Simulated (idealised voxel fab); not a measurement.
Title: Process Module voxel released beams
The figure presents cross-section cut, which has a width of 255 nm and is divided into square cells with an edge length of 5 nm.
For the purposes of this document, a cross-section shall be understood as a grid of square cells, specified as bands listed in top-to-bottom order, each band consisting of one or more rows of cells.
Look at the band entry: it leads with the top's height and the bottom's height in nm. Then it lists the materials left to right, with a width in nm for each. The word "everywhere" on a single material says that material fills the band edge to edge. The word "empty" is empty space.
We count height from 0. Below that, the starting wafer is all one material. The lowest band never ends at the bottom but goes on down; see "from 0 down" for how that is written.
The notation "30..40" denotes a width that varies across the rows of cells in the band, beginning at the first number in the top row, finishing at the second number in the bottom row, and changing by an identical amount from each row to the next.
"remains unaltered" after a step means that no cell of the cross-section changed.
"Voids lacking openings": sealed empty spaces, 8 cells or more, no open way to top, listed width x height at distance, with distance from the left edge and width, height and distance in nm.
after a step's settings: what the simulator itself notes on the step
A step line may carry the setting "overlay nm", which, for steps involving a mask, states the distance by which the mask lay to the right of its intended position; negative values denote displacement to the left.

[Steps planned for the process]
1,RECEIVE with material Si
2,CONFORMAL_DEP with material SiN, thk nm 5
3,DIRECTIONAL_DEP with material SiO2, thk nm 20
4,MASKED_ETCH with tone open, mask id ANCHOR, width nm 35, etch materials SiO2, depth nm 20, overlay nm 0
5,CONFORMAL_DEP with material W, thk nm 10
6,DIRECTIONAL_DEP with material aC, thk nm 15
7,PATTERN with tone cover, mask id BEAM, material resist, width nm 85, thk nm 30, overlay nm 0
8,DIRECTIONAL_ETCH with etch materials aC, depth nm 15
9,STRIP with etch materials resist
10,DIRECTIONAL_ETCH with etch materials W, depth nm 10
11,STRIP with etch materials aC
12,STRIP with etch materials SiO2

[Run as planned: first of two wafers]

[Step 1 complete: cross-section of the wafer as received]
* from 0 down | Si everywhere
* Voids lacking openings: none

[Cross-section: wafer state after step 2]
* from 5 to 0 | SiN everywhere
* Beneath the level 0, the cross-section is identical to its previous state.

[Cross-section: wafer state after step 3]
* from 25 to 5 | SiO2 everywhere
* Beneath the level 5, the cross-section is identical to its previous state.

[Cross-section: wafer state after step 4]
* from 25 to 5 | SiO2 85 nm  empty 35 nm  SiO2 135 nm
* Beneath the level 5, the cross-section is identical to its previous state.

[Cross-section: wafer state after step 5]
* from 35 to 25 | W 95 nm  empty 15 nm  W 145 nm
* from 25 to 15 | SiO2 85 nm  W 10 nm  empty 15 nm  W 10 nm  SiO2 135 nm
* from 15 to 5 | SiO2 85 nm  W 35 nm  SiO2 135 nm
* Beneath the level 5, the cross-section is identical to its previous state.

[Cross-section: wafer state after step 6]
* from 50 to 35 | aC 95 nm  empty 15 nm  aC 145 nm
* from 35 to 30 | W 95 nm  empty 15 nm  W 145 nm
* from 30 to 25 | W 95 nm  aC 15 nm  W 145 nm
* from 25 to 15 | SiO2 85 nm  W 10 nm  aC 15 nm  W 10 nm  SiO2 135 nm
* Beneath the level 15, the cross-section is identical to its previous state.

[Cross-section: wafer state after step 7]
* from 80 to 50 | empty 80 nm  resist 85 nm  empty 90 nm
* from 50 to 35 | aC 95 nm  resist 15 nm  aC 145 nm
* from 35 to 30 | W 95 nm  resist 15 nm  W 145 nm
* Beneath the level 30, the cross-section is identical to its previous state.

[Cross-section: wafer state after step 8]
* from 65 to 50 | empty 80 nm  resist 85 nm  empty 90 nm
* from 50 to 35 | empty 80 nm  aC 15 nm  resist 15 nm  aC 55 nm  empty 90 nm
* Beneath the level 35, the cross-section is identical to its previous state.

[Cross-section: wafer state after step 9]
* from 50 to 35 | empty 80 nm  aC 15 nm  empty 15 nm  aC 55 nm  empty 90 nm
* from 35 to 30 | W 95 nm  empty 15 nm  W 145 nm
* Beneath the level 30, the cross-section is identical to its previous state.

[Cross-section: wafer state after step 10]
* from 50 to 35 | empty 80 nm  aC 15 nm  empty 15 nm  aC 55 nm  empty 90 nm
* from 35 to 30 | empty 80 nm  W 15 nm  empty 15 nm  W 55 nm  empty 90 nm
* from 30 to 25 | empty 80 nm  W 15 nm  aC 15 nm  W 55 nm  empty 90 nm
* Beneath the level 25, the cross-section is identical to its previous state.

[Cross-section: wafer state after step 11]
* from 35 to 25 | empty 80 nm  W 15 nm  empty 15 nm  W 55 nm  empty 90 nm
* from 25 to 15 | SiO2 85 nm  W 10 nm  empty 15 nm  W 10 nm  SiO2 135 nm
* Beneath the level 15, the cross-section is identical to its previous state.

[Cross-section: wafer state after step 12]
* from 35 to 25 | empty 80 nm  W 15 nm  empty 15 nm  W 55 nm  empty 90 nm
* from 25 to 15 | empty 85 nm  W 10 nm  empty 15 nm  W 10 nm  empty 135 nm
* from 15 to 5 | empty 85 nm  W 35 nm  empty 135 nm
* Beneath the level 5, the cross-section is identical to its previous state.

[Here the second wafer is described. Its start and its plan were those of the first wafer. Its run contained one mistake. Up to and including step 3, it did exactly what the first wafer did]

[At the planned end of step 4, the second wafer in cross-section]
* from 25 to 5 | empty 85 nm  SiO2 35 nm  empty 135 nm
* Beneath the level 5, the cross-section is identical to its previous state.

[At the planned end of step 5, the second wafer in cross-section]
* from 35 to 25 | empty 75 nm  W 55 nm  empty 125 nm
* from 25 to 15 | empty 75 nm  W 10 nm  SiO2 35 nm  W 10 nm  empty 125 nm
* from 15 to 5 | W 85 nm  SiO2 35 nm  W 135 nm
* Beneath the level 5, the cross-section is identical to its previous state.

[At the planned end of step 6, the second wafer in cross-section]
* from 50 to 35 | empty 75 nm  aC 55 nm  empty 125 nm
* from 35 to 30 | empty 75 nm  W 55 nm  empty 125 nm
* from 30 to 25 | aC 75 nm  W 55 nm  aC 125 nm
* from 25 to 15 | aC 75 nm  W 10 nm  SiO2 35 nm  W 10 nm  aC 125 nm
* Beneath the level 15, the cross-section is identical to its previous state.

[At the planned end of step 7, the second wafer in cross-section]
* from 80 to 50 | empty 80 nm  resist 85 nm  empty 90 nm
* from 50 to 35 | empty 75 nm  aC 55 nm  resist 35 nm  empty 90 nm
* from 35 to 30 | empty 75 nm  W 55 nm  resist 35 nm  empty 90 nm
* Beneath the level 30, the cross-section is identical to its previous state.

[At the planned end of step 8, the second wafer in cross-section]
* from 65 to 50 | empty 80 nm  resist 85 nm  empty 90 nm
* from 50 to 35 | empty 80 nm  aC 50 nm  resist 35 nm  empty 90 nm
* from 35 to 30 | empty 75 nm  W 55 nm  resist 35 nm  empty 90 nm
* from 30 to 25 | empty 75 nm  W 55 nm  aC 35 nm  empty 90 nm
* from 25 to 15 | empty 75 nm  W 10 nm  SiO2 35 nm  W 10 nm  aC 35 nm  empty 90 nm
* Beneath the level 15, the cross-section is identical to its previous state.

[At the planned end of step 9, the second wafer in cross-section]
* from 50 to 35 | empty 80 nm  aC 50 nm  empty 125 nm
* from 35 to 30 | empty 75 nm  W 55 nm  empty 125 nm
* Beneath the level 30, the cross-section is identical to its previous state.

[At the planned end of step 10, the second wafer in cross-section]
* from 50 to 35 | empty 80 nm  aC 50 nm  empty 125 nm
* from 35 to 30 | empty 80 nm  W 50 nm  empty 125 nm
* from 30 to 25 | empty 80 nm  W 50 nm  aC 35 nm  empty 90 nm
* from 25 to 15 | empty 75 nm  W 10 nm  SiO2 35 nm  W 10 nm  aC 35 nm  empty 90 nm
* from 15 to 5 | empty 75 nm  W 10 nm  SiO2 35 nm  W 45 nm  empty 90 nm
* Beneath the level 5, the cross-section is identical to its previous state.

[At the planned end of step 11, the second wafer in cross-section]
* from 35 to 25 | empty 80 nm  W 50 nm  empty 125 nm
* from 25 to 15 | empty 75 nm  W 10 nm  SiO2 35 nm  W 10 nm  empty 125 nm
* Beneath the level 15, the cross-section is identical to its previous state.

At the planned end of step 12, the second wafer in cross-section: remains unaltered
So what did we get wrong on this run? it should be noted that step 4 was executed with settings other than those planned, the operation and settings actually applied being MASKED_ETCH with tone cover, mask id ANCHOR, width nm 35, etch materials SiO2, depth nm 20, overlay nm 0
Once processing is complete, comparing cell counts shows that the second wafer has more or fewer of certain materials than the first: SiO2: 28 more
